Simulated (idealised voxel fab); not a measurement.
The following is a process module called voxel capacitor over wiring.
Xsec cut, 190 nm wide, square cell size 5 nm.
When this document writes out a cross-section, it uses a grid of square cells and lists it as bands, beginning at the top and moving down, with a band standing for one or more rows of cells.
The band entry comprises the height of the band's top followed by the height of its bottom, expressed in nm, and subsequently the band's materials from left to right, each stated together with its width in nm. Where a single material is marked with the word "edge to edge", that material fills the band from edge to edge. The word "empty" represents empty space.
Height datum 0, below which the as-received substrate wafer is one material. Lowest band open at the bottom, running downward: "0 nm and below".
With a width like "30->40", each row of cells in the band differs from the next by the same amount, the top row carrying the first number and the bottom row the second.
Reading "remained unchanged" for a step: not a cell of the cross-section changed in it.
Enclosed voids (no open way to top), threshold 8 cells or more, entry "Closed void catalog", notation width x height at distance, distance from left edge, nm.
Post-settings text on a step line: simulator's own remark regarding the step.
You can add "overlay nm" to a step's line. For a step with a mask, it describes how far the mask lay to the right of its planned position, and a negative number describes a lay to the left.
Steps in the process plan
1: RECEIVE with material Si
2: CONFORMAL_DEP with material SiO2, thk nm 10
3: CONFORMAL_DEP with material SiN, thk nm 5
4: DIRECTIONAL_DEP with material SiO2, thk nm 15
5: MASKED_ETCH with tone open, mask id METAL_1, width nm 30, pitch nm 80, etch materials SiO2, depth nm 15, overlay nm 0
6: MASKED_ETCH with tone open, mask id METAL_1, width nm 30, pitch nm 80, etch materials SiN, depth nm 5, overlay nm 0
7: CONFORMAL_DEP with material TiN, thk nm 5
8: FILL_DEP with material Ru, thk nm 10
9: CMP with height nm 30
10: EPI with material Ru, thk nm 5
11: FILL_DEP with material SiCN, thk nm 5
12: DIRECTIONAL_DEP with material SiO2, thk nm 10
13: PATTERN with tone open, mask id PLUG_1, material resist, width nm 15, thk nm 15, overlay nm 0
14: DIRECTIONAL_ETCH with etch materials SiO2, depth nm 10
15: DIRECTIONAL_ETCH with etch materials SiCN, depth nm 5
16: STRIP with etch materials resist
17: CONFORMAL_DEP with material TiN, thk nm 5
18: FILL_DEP with material Cu, thk nm 10
19: CMP with height nm 50
20: DIRECTIONAL_DEP with material TiN, thk nm 5
21: DIRECTIONAL_DEP with material HfO2, thk nm 5
22: DIRECTIONAL_DEP with material TiN, thk nm 5
23: DIRECTIONAL_DEP with material aC, thk nm 10
24: PATTERN with tone cover, mask id UPPER_PLATE, material resist, width nm 55, thk nm 25, overlay nm 0
25: DIRECTIONAL_ETCH with etch materials aC, depth nm 10
26: STRIP with etch materials resist
27: DIRECTIONAL_ETCH with etch materials TiN, depth nm 5
28: DIRECTIONAL_ETCH with etch materials HfO2, depth nm 5
29: STRIP with etch materials aC
30: PATTERN with tone cover, mask id LOWER_PLATE, material resist, width nm 65, thk nm 15, overlay nm 0
31: DIRECTIONAL_ETCH with etch materials TiN, depth nm 5
32: STRIP with etch materials resist
33: FILL_DEP with material SiO2, thk nm 20
34: CMP with height nm 80
35: MASKED_ETCH with tone open, mask id PLUG_2, width nm 15, etch materials SiO2, depth nm 15, overlay nm 0
36: CONFORMAL_DEP with material TiN, thk nm 5
37: FILL_DEP with material W, thk nm 5
38: CMP with height nm 80
39: CONFORMAL_DEP with material SiN, thk nm 5
Here's what the wafer looked like in cross-section when it arrived - that's after step 1
> 0 nm and below: Si edge to edge
> Closed void catalog: none
The following cross-section depicts the wafer upon conclusion of the module. Processing commenced from the starting condition illustrated above and adhered to the plan illustrated above, save for one mistake in execution
> 85 nm to 80 nm: SiN edge to edge
> 80 nm to 70 nm: SiO2=65, TiN=5, W=5, TiN=5, SiO2=110
> 70 nm to 60 nm: SiO2=65->55, TiN=15->55, SiO2=110->80
> 60 nm to 55 nm: Cu edge to edge
> 55 nm to 50 nm: TiN edge to edge
> 50 nm to 40 nm: SiO2=55, TiN=5, Cu=5, TiN=5, SiO2=120
> 40 nm to 35 nm: SiCN=55, TiN=15, SiCN=120
> 35 nm to 30 nm: SiCN=35, Ru=40, SiCN=40, Ru=40, SiCN=35
> 30 nm to 15 nm: SiO2=40, TiN=5, Ru=20, TiN=5, SiO2=50, TiN=5, Ru=20, TiN=5, SiO2=40
> 15 nm to 10 nm: SiN=40, TiN=30, SiN=50, TiN=30, SiN=40
> 10 nm to 0 nm: SiO2 edge to edge
> 0 nm and below: Si edge to edge
> Closed void catalog: none
What was the processing mistake? for step 21, the planned setting was not used; the step was instead run as DIRECTIONAL_DEP with material Cu, thk nm 5
